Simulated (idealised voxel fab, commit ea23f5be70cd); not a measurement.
process module | voxel wiring stack
cross-section cut | 250 nm wide | cells 5 nm
A cross-section is a grid of square cells, given in bands from the top down. A band is one or more rows of cells.
Each band's line starts with the height of the band's top and of its bottom, in nm. Then come its materials from left to right, each with its width in nm. One material with "throughout" fills the band from edge to edge. "air" is empty space.
Height 0 is the level under which the wafer as received is all one material. The lowest band goes on downwards, as in "0 down".
A width such as "30 to 40" changes by the same amount from each row of cells to the next, from the band's top row to its bottom row.
"no change" after a step means that no cell of the cross-section changed.
closed voids: empty space of 8 cells or more with no open way to the top, each as width x height at its distance from the left edge, in nm
after a step's settings: what the simulator itself notes on the step
overlay nm, on a step with a mask: how far to the right of its planned place the mask lay; to the left if negative
plan
1 op RECEIVE | material Si
2 op CONFORMAL_DEP | material SiO2 | thk nm 10
3 op CONFORMAL_DEP | material SiCN | thk nm 5
4 op DIRECTIONAL_DEP | material SiO2 | thk nm 15
5 op DIRECTIONAL_DEP | material aC | thk nm 10
6 op PATTERN | tone open | mask id METAL_1 | material resist | width nm 20 | pitch nm 35 | thk nm 25 | overlay nm 0
7 op DIRECTIONAL_ETCH | etch materials aC | depth nm 10
8 op STRIP | etch materials resist
9 op DIRECTIONAL_ETCH | etch materials SiO2 | depth nm 15
10 op DIRECTIONAL_ETCH | etch materials SiCN | depth nm 5
11 op STRIP | etch materials aC
12 op CONFORMAL_DEP | material TiN | thk nm 5
13 op FILL_DEP | material Cu | thk nm 10
14 op CMP | height nm 30
15 op EPI | material Ru | thk nm 5
16 op FILL_DEP | material SiCN | thk nm 5
17 op DIRECTIONAL_DEP | material SiO2 | thk nm 15
18 op DIRECTIONAL_DEP | material aC | thk nm 5
19 op PATTERN | tone open | mask id PLUG_1 | material resist | width nm 15 | pitch nm 70 | thk nm 25 | overlay nm 0
20 op DIRECTIONAL_ETCH | etch materials aC | depth nm 10
21 op STRIP | etch materials resist
22 op DIRECTIONAL_ETCH | etch materials SiO2 | depth nm 15
23 op DIRECTIONAL_ETCH | etch materials SiCN | depth nm 5
24 op STRIP | etch materials aC
25 op CONFORMAL_DEP | material TiN | thk nm 5
26 op FILL_DEP | material W | thk nm 5
27 op CMP | height nm 55
28 op DIRECTIONAL_DEP | material TiN | thk nm 5
29 op DIRECTIONAL_DEP | material W | thk nm 25
30 op MASKED_ETCH | tone cover | mask id METAL_2 | width nm 20 | pitch nm 35 | etch materials W | depth nm 25 | overlay nm 0
31 op MASKED_ETCH | tone cover | mask id METAL_2 | width nm 20 | pitch nm 35 | etch materials TiN | depth nm 5 | overlay nm 0
32 op CONFORMAL_DEP | material SiN | thk nm 5
33 op FILL_DEP | material SiO2 | thk nm 5
34 op CMP | height nm 85
35 op CONFORMAL_DEP | material SiCN | thk nm 5
36 op DIRECTIONAL_DEP | material lowk | thk nm 25
37 op DIRECTIONAL_DEP | material aC | thk nm 10
38 op PATTERN | tone open | mask id METAL_3 | material resist | width nm 20 | pitch nm 35 | thk nm 25 | overlay nm 0
39 op DIRECTIONAL_ETCH | etch materials aC | depth nm 10
40 op STRIP | etch materials resist
41 op DIRECTIONAL_ETCH | etch materials lowk | depth nm 15
42 op STRIP | etch materials aC
43 op PATTERN | tone open | mask id METAL_3_HOLES | material resist | width nm 15 | pitch nm 35 | thk nm 20 | overlay nm 0
44 op DIRECTIONAL_ETCH | etch materials lowk | depth nm 10
45 op DIRECTIONAL_ETCH | etch materials SiCN | depth nm 5
46 op STRIP | etch materials resist
47 op CONFORMAL_DEP | material TiN | thk nm 5
48 op FILL_DEP | material Cu | thk nm 10
49 op CMP | height nm 115
50 op CONFORMAL_DEP | material SiN | thk nm 5
varied across the wafers: thk nm of step 18. The plan shows the first wafer's value. All wafers start alike
first wafer as received, after step 1
  0 down: Si throughout
  closed voids: none
first wafer at the end, after step 50
  120 to 115: SiN throughout
  115 to 105: lowk 80 | TiN 5 | Cu 10 | TiN 5 | lowk 15 | TiN 5 | Cu 10 | TiN 5 | lowk 15 | TiN 5 | Cu 10 | TiN 5 | lowk 80
  105 to 100: lowk 80 | TiN 5 | Cu 5 | TiN 10 | lowk 15 | TiN 5 | Cu 5 | TiN 10 | lowk 15 | TiN 5 | Cu 5 | TiN 10 | lowk 80
  100 to 90: lowk 80 | TiN 5 | Cu 5 | TiN 5 | lowk 20 | TiN 5 | Cu 5 | TiN 5 | lowk 20 | TiN 5 | Cu 5 | TiN 5 | lowk 85
  90 to 85: SiCN 80 | TiN 15 | SiCN 20 | TiN 15 | SiCN 20 | TiN 15 | SiCN 85
  85 to 60: SiO2 75 | SiN 5 | W 20 | SiN 5 | SiO2 5 | SiN 5 | W 20 | SiN 5 | SiO2 5 | SiN 5 | W 20 | SiN 5 | SiO2 75
  60 to 55: SiN 80 | TiN 20 | SiN 15 | TiN 20 | SiN 15 | TiN 20 | SiN 80
  55 to 40: SiO2 80 | TiN 5 | W 5 | TiN 5 | SiO2 55 | TiN 5 | W 5 | TiN 5 | SiO2 85
  40 to 35: SiCN 80 | TiN 15 | SiCN 55 | TiN 15 | SiCN 85
  35 to 30: SiCN 75 | Ru 30 | SiCN 5 | Ru 30 | SiCN 5 | Ru 30 | SiCN 75
  30 to 15: SiO2 80 | TiN 5 | Cu 10 | TiN 5 | SiO2 15 | TiN 5 | Cu 10 | TiN 5 | SiO2 15 | TiN 5 | Cu 10 | TiN 5 | SiO2 80
  15 to 10: SiCN 80 | TiN 20 | SiCN 15 | TiN 20 | SiCN 15 | TiN 20 | SiCN 80
  10 to 0: SiO2 throughout
  0 down: Si throughout
  closed voids: none
last wafer at the end
  120 to 115: SiN throughout
  115 to 105: lowk 80 | TiN 5 | Cu 10 | TiN 5 | lowk 15 | TiN 5 | Cu 10 | TiN 5 | lowk 15 | TiN 5 | Cu 10 | TiN 5 | lowk 80
  105 to 100: lowk 80 | TiN 5 | Cu 5 | TiN 10 | lowk 15 | TiN 5 | Cu 5 | TiN 10 | lowk 15 | TiN 5 | Cu 5 | TiN 10 | lowk 80
  100 to 90: lowk 80 | TiN 5 | Cu 5 | TiN 5 | lowk 20 | TiN 5 | Cu 5 | TiN 5 | lowk 20 | TiN 5 | Cu 5 | TiN 5 | lowk 85
  90 to 85: SiCN 80 | TiN 15 | SiCN 20 | TiN 15 | SiCN 20 | TiN 15 | SiCN 85
  85 to 60: SiO2 75 | SiN 5 | W 20 | SiN 5 | SiO2 5 | SiN 5 | W 20 | SiN 5 | SiO2 5 | SiN 5 | W 20 | SiN 5 | SiO2 75
  60 to 55: SiN 80 | TiN 20 | SiN 15 | TiN 20 | SiN 15 | TiN 20 | SiN 80
  55 to 40: SiO2 throughout
  40 to 35: SiCN throughout
  35 to 30: SiCN 75 | Ru 30 | SiCN 5 | Ru 30 | SiCN 5 | Ru 30 | SiCN 75
  30 to 15: SiO2 80 | TiN 5 | Cu 10 | TiN 5 | SiO2 15 | TiN 5 | Cu 10 | TiN 5 | SiO2 15 | TiN 5 | Cu 10 | TiN 5 | SiO2 80
  15 to 10: SiCN 80 | TiN 20 | SiCN 15 | TiN 20 | SiCN 15 | TiN 20 | SiCN 80
  10 to 0: SiO2 throughout
  0 down: Si throughout
  closed voids: none
each wafer at the end: cells of each material gained (+) or lost (-) since it was received, then its closed voids
thk nm 5 | +39 Cu | +18 Ru | +155 SiCN | +118 SiN | +506 SiO2 | +102 TiN | +66 W | +196 lowk | closed voids: none
thk nm 10 | +39 Cu | +18 Ru | +155 SiCN | +118 SiN | +506 SiO2 | +102 TiN | +66 W | +196 lowk | closed voids: none
thk nm 15 | +39 Cu | +18 Ru | +161 SiCN | +118 SiN | +524 SiO2 | +84 TiN | +60 W | +196 lowk | closed voids: none
thk nm 20 | +39 Cu | +18 Ru | +161 SiCN | +118 SiN | +524 SiO2 | +84 TiN | +60 W | +196 lowk | closed voids: none
thk nm 25 | +39 Cu | +18 Ru | +161 SiCN | +118 SiN | +524 SiO2 | +84 TiN | +60 W | +196 lowk | closed voids: none
